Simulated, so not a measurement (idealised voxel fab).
process module | voxel self aligned contacts
cross-section cut | 285 nm wide | cells 5 nm
A cross-section is a grid of square cells, given in bands from the top down. A band is one or more rows of cells.
Each band's line starts with the height of the band's top and of its bottom, in nm. Then come its materials from left to right, each with its width in nm. One material with "throughout" fills the band from edge to edge. "air" is empty space.
Height 0 is the level under which the wafer as received is all one material. The lowest band goes on downwards, as in "0 down".
A width such as "30 to 40" changes by the same amount from each row of cells to the next, from the band's top row to its bottom row.
"no change" after a step means that no cell of the cross-section changed.
closed voids: empty space of 8 cells or more with no open way to the top, each as width x height at its distance from the left edge, in nm
after a step's settings: what the simulator itself notes on the step
overlay nm, on a step with a mask: how far to the right of its planned place the mask lay; to the left if negative
plan
1 op RECEIVE | material Si
2 op OXIDIZE | depth nm 5
3 op DIRECTIONAL_DEP | material polySi | thk nm 25
4 op DIRECTIONAL_DEP | material SiN | thk nm 15
5 op DIRECTIONAL_DEP | material aC | thk nm 15
6 op PATTERN | tone cover | mask id GATE | material resist | width nm 25 | pitch nm 55 | thk nm 30 | overlay nm 0
7 op DIRECTIONAL_ETCH | etch materials aC | depth nm 15
8 op STRIP | etch materials resist
9 op DIRECTIONAL_ETCH | etch materials SiN | depth nm 15
10 op DIRECTIONAL_ETCH | etch materials polySi | depth nm 25
11 op STRIP | etch materials aC
12 op CONFORMAL_DEP | material SiN | thk nm 5
13 op DIRECTIONAL_ETCH | etch materials SiN | depth nm 5
14 op FILL_DEP | material SiO2 | thk nm 10
15 op CMP | height nm 45
16 op MASKED_ETCH | tone open | mask id CONTACT | width nm 40 | pitch nm 55 | etch materials SiO2 | depth nm 50 | overlay nm 0
17 op CONFORMAL_DEP | material TiN | thk nm 5
18 op FILL_DEP | material W | thk nm 5
19 op CMP | height nm 45
20 op CONFORMAL_DEP | material SiN | thk nm 5
first wafer, as planned
as received, after step 1
  0 down: Si throughout
  closed voids: none
after step 2
  0 to -5: SiO2 throughout
  below -5: unchanged
after step 3
  25 to 0: polySi throughout
  below 0: unchanged
after step 4
  40 to 25: SiN throughout
  below 25: unchanged
after step 5
  55 to 40: aC throughout
  below 40: unchanged
after step 6
  85 to 55: air 75 | resist 25 | air 30 | resist 25 | air 30 | resist 25 | air 75
  below 55: unchanged
after step 7
  70 to 55: air 75 | resist 25 | air 30 | resist 25 | air 30 | resist 25 | air 75
  55 to 40: air 75 | aC 25 | air 30 | aC 25 | air 30 | aC 25 | air 75
  below 40: unchanged
after step 8
  55 to 40: air 75 | aC 25 | air 30 | aC 25 | air 30 | aC 25 | air 75
  below 40: unchanged
after step 9
  55 to 40: air 75 | aC 25 | air 30 | aC 25 | air 30 | aC 25 | air 75
  40 to 25: air 75 | SiN 25 | air 30 | SiN 25 | air 30 | SiN 25 | air 75
  below 25: unchanged
after step 10
  55 to 40: air 75 | aC 25 | air 30 | aC 25 | air 30 | aC 25 | air 75
  40 to 25: air 75 | SiN 25 | air 30 | SiN 25 | air 30 | SiN 25 | air 75
  25 to 0: air 75 | polySi 25 | air 30 | polySi 25 | air 30 | polySi 25 | air 75
  below 0: unchanged
after step 11
  40 to 25: air 75 | SiN 25 | air 30 | SiN 25 | air 30 | SiN 25 | air 75
  below 25: unchanged
after step 12
  45 to 25: air 70 | SiN 35 | air 20 | SiN 35 | air 20 | SiN 35 | air 70
  25 to 5: air 70 | SiN 5 | polySi 25 | SiN 5 | air 20 | SiN 5 | polySi 25 | SiN 5 | air 20 | SiN 5 | polySi 25 | SiN 5 | air 70
  5 to 0: SiN 75 | polySi 25 | SiN 30 | polySi 25 | SiN 30 | polySi 25 | SiN 75
  below 0: unchanged
after step 13
  40 to 25: air 70 | SiN 35 | air 20 | SiN 35 | air 20 | SiN 35 | air 70
  25 to 0: air 70 | SiN 5 | polySi 25 | SiN 5 | air 20 | SiN 5 | polySi 25 | SiN 5 | air 20 | SiN 5 | polySi 25 | SiN 5 | air 70
  below 0: unchanged
after step 14
  50 to 40: SiO2 throughout
  40 to 25: SiO2 70 | SiN 35 | SiO2 20 | SiN 35 | SiO2 20 | SiN 35 | SiO2 70
  25 to 0: SiO2 70 | SiN 5 | polySi 25 | SiN 5 | SiO2 20 | SiN 5 | polySi 25 | SiN 5 | SiO2 20 | SiN 5 | polySi 25 | SiN 5 | SiO2 70
  below 0: unchanged
after step 15
  45 to 40: SiO2 throughout
  below 40: unchanged
after step 16
  45 to 40: SiO2 95 | air 40 | SiO2 15 | air 40 | SiO2 95
  40 to 25: SiO2 70 | SiN 35 | air 20 | SiN 35 | air 20 | SiN 35 | SiO2 70
  25 to 0: SiO2 70 | SiN 5 | polySi 25 | SiN 5 | air 20 | SiN 5 | polySi 25 | SiN 5 | air 20 | SiN 5 | polySi 25 | SiN 5 | SiO2 70
  0 to -5: SiO2 105 | air 20 | SiO2 35 | air 20 | SiO2 105
  below -5: unchanged
after step 17
  50 to 45: TiN 100 | air 30 | TiN 25 | air 30 | TiN 100
  45 to 40: SiO2 95 | TiN 15 | air 10 | TiN 15 | SiO2 15 | TiN 15 | air 10 | TiN 15 | SiO2 95
  40 to 25: SiO2 70 | SiN 35 | TiN 5 | air 10 | TiN 5 | SiN 35 | TiN 5 | air 10 | TiN 5 | SiN 35 | SiO2 70
  25 to 0: SiO2 70 | SiN 5 | polySi 25 | SiN 5 | TiN 5 | air 10 | TiN 5 | SiN 5 | polySi 25 | SiN 5 | TiN 5 | air 10 | TiN 5 | SiN 5 | polySi 25 | SiN 5 | SiO2 70
  0 to -5: SiO2 105 | TiN 20 | SiO2 35 | TiN 20 | SiO2 105
  below -5: unchanged
after step 18
  55 to 50: W throughout
  50 to 45: TiN 100 | W 30 | TiN 25 | W 30 | TiN 100
  45 to 40: SiO2 95 | TiN 15 | W 10 | TiN 15 | SiO2 15 | TiN 15 | W 10 | TiN 15 | SiO2 95
  40 to 25: SiO2 70 | SiN 35 | TiN 5 | W 10 | TiN 5 | SiN 35 | TiN 5 | W 10 | TiN 5 | SiN 35 | SiO2 70
  25 to 0: SiO2 70 | SiN 5 | polySi 25 | SiN 5 | TiN 5 | W 10 | TiN 5 | SiN 5 | polySi 25 | SiN 5 | TiN 5 | W 10 | TiN 5 | SiN 5 | polySi 25 | SiN 5 | SiO2 70
  below 0: unchanged
after step 19
  45 to 40: SiO2 95 | TiN 15 | W 10 | TiN 15 | SiO2 15 | TiN 15 | W 10 | TiN 15 | SiO2 95
  below 40: unchanged
after step 20
  50 to 45: SiN throughout
  below 45: unchanged
second wafer: like start, like plan, one mistake. Through step 2 it matches the first wafer
when step 3 should have ended
  50 to 0: polySi throughout
  below 0: unchanged
when step 4 should have ended
  65 to 50: SiN throughout
  below 50: unchanged
when step 5 should have ended
  80 to 65: aC throughout
  below 65: unchanged
when step 6 should have ended
  110 to 80: air 75 | resist 25 | air 30 | resist 25 | air 30 | resist 25 | air 75
  below 80: unchanged
when step 7 should have ended
  95 to 80: air 75 | resist 25 | air 30 | resist 25 | air 30 | resist 25 | air 75
  80 to 65: air 75 | aC 25 | air 30 | aC 25 | air 30 | aC 25 | air 75
  below 65: unchanged
when step 8 should have ended
  80 to 65: air 75 | aC 25 | air 30 | aC 25 | air 30 | aC 25 | air 75
  below 65: unchanged
when step 9 should have ended
  80 to 65: air 75 | aC 25 | air 30 | aC 25 | air 30 | aC 25 | air 75
  65 to 50: air 75 | SiN 25 | air 30 | SiN 25 | air 30 | SiN 25 | air 75
  below 50: unchanged
when step 10 should have ended
  80 to 65: air 75 | aC 25 | air 30 | aC 25 | air 30 | aC 25 | air 75
  65 to 50: air 75 | SiN 25 | air 30 | SiN 25 | air 30 | SiN 25 | air 75
  50 to 25: air 75 | polySi 25 | air 30 | polySi 25 | air 30 | polySi 25 | air 75
  below 25: unchanged
when step 11 should have ended
  65 to 50: air 75 | SiN 25 | air 30 | SiN 25 | air 30 | SiN 25 | air 75
  below 50: unchanged
when step 12 should have ended
  70 to 50: air 70 | SiN 35 | air 20 | SiN 35 | air 20 | SiN 35 | air 70
  50 to 30: air 70 | SiN 5 | polySi 25 | SiN 5 | air 20 | SiN 5 | polySi 25 | SiN 5 | air 20 | SiN 5 | polySi 25 | SiN 5 | air 70
  30 to 25: SiN 75 | polySi 25 | SiN 30 | polySi 25 | SiN 30 | polySi 25 | SiN 75
  below 25: unchanged
when step 13 should have ended
  65 to 50: air 70 | SiN 35 | air 20 | SiN 35 | air 20 | SiN 35 | air 70
  50 to 25: air 70 | SiN 5 | polySi 25 | SiN 5 | air 20 | SiN 5 | polySi 25 | SiN 5 | air 20 | SiN 5 | polySi 25 | SiN 5 | air 70
  below 25: unchanged
when step 14 should have ended
  75 to 65: SiO2 throughout
  65 to 50: SiO2 70 | SiN 35 | SiO2 20 | SiN 35 | SiO2 20 | SiN 35 | SiO2 70
  50 to 25: SiO2 70 | SiN 5 | polySi 25 | SiN 5 | SiO2 20 | SiN 5 | polySi 25 | SiN 5 | SiO2 20 | SiN 5 | polySi 25 | SiN 5 | SiO2 70
  below 25: unchanged
when step 15 should have ended
  45 to 25: SiO2 70 | SiN 5 | polySi 25 | SiN 5 | SiO2 20 | SiN 5 | polySi 25 | SiN 5 | SiO2 20 | SiN 5 | polySi 25 | SiN 5 | SiO2 70
  below 25: unchanged
when step 16 should have ended
  45 to 25: SiO2 70 | SiN 5 | polySi 25 | SiN 5 | air 20 | SiN 5 | polySi 25 | SiN 5 | air 20 | SiN 5 | polySi 25 | SiN 5 | SiO2 70
  below 25: unchanged
when step 17 should have ended
  50 to 45: TiN 110 | air 10 | TiN 45 | air 10 | TiN 110
  45 to 30: SiO2 70 | SiN 5 | polySi 25 | SiN 5 | TiN 5 | air 10 | TiN 5 | SiN 5 | polySi 25 | SiN 5 | TiN 5 | air 10 | TiN 5 | SiN 5 | polySi 25 | SiN 5 | SiO2 70
  30 to 25: SiO2 70 | SiN 5 | polySi 25 | SiN 5 | TiN 20 | SiN 5 | polySi 25 | SiN 5 | TiN 20 | SiN 5 | polySi 25 | SiN 5 | SiO2 70
  below 25: unchanged
when step 18 should have ended
  55 to 50: W throughout
  50 to 45: TiN 110 | W 10 | TiN 45 | W 10 | TiN 110
  45 to 30: SiO2 70 | SiN 5 | polySi 25 | SiN 5 | TiN 5 | W 10 | TiN 5 | SiN 5 | polySi 25 | SiN 5 | TiN 5 | W 10 | TiN 5 | SiN 5 | polySi 25 | SiN 5 | SiO2 70
  below 30: unchanged
when step 19 should have ended
  45 to 30: SiO2 70 | SiN 5 | polySi 25 | SiN 5 | TiN 5 | W 10 | TiN 5 | SiN 5 | polySi 25 | SiN 5 | TiN 5 | W 10 | TiN 5 | SiN 5 | polySi 25 | SiN 5 | SiO2 70
  below 30: unchanged
when step 20 should have ended
  50 to 45: SiN throughout
  below 45: unchanged
what went wrong: step 3 was run twice
at the end the second wafer has, in cells: 69 fewer of SiN | 145 fewer of SiO2 | 32 fewer of TiN | 24 fewer of W | 270 more of polySi
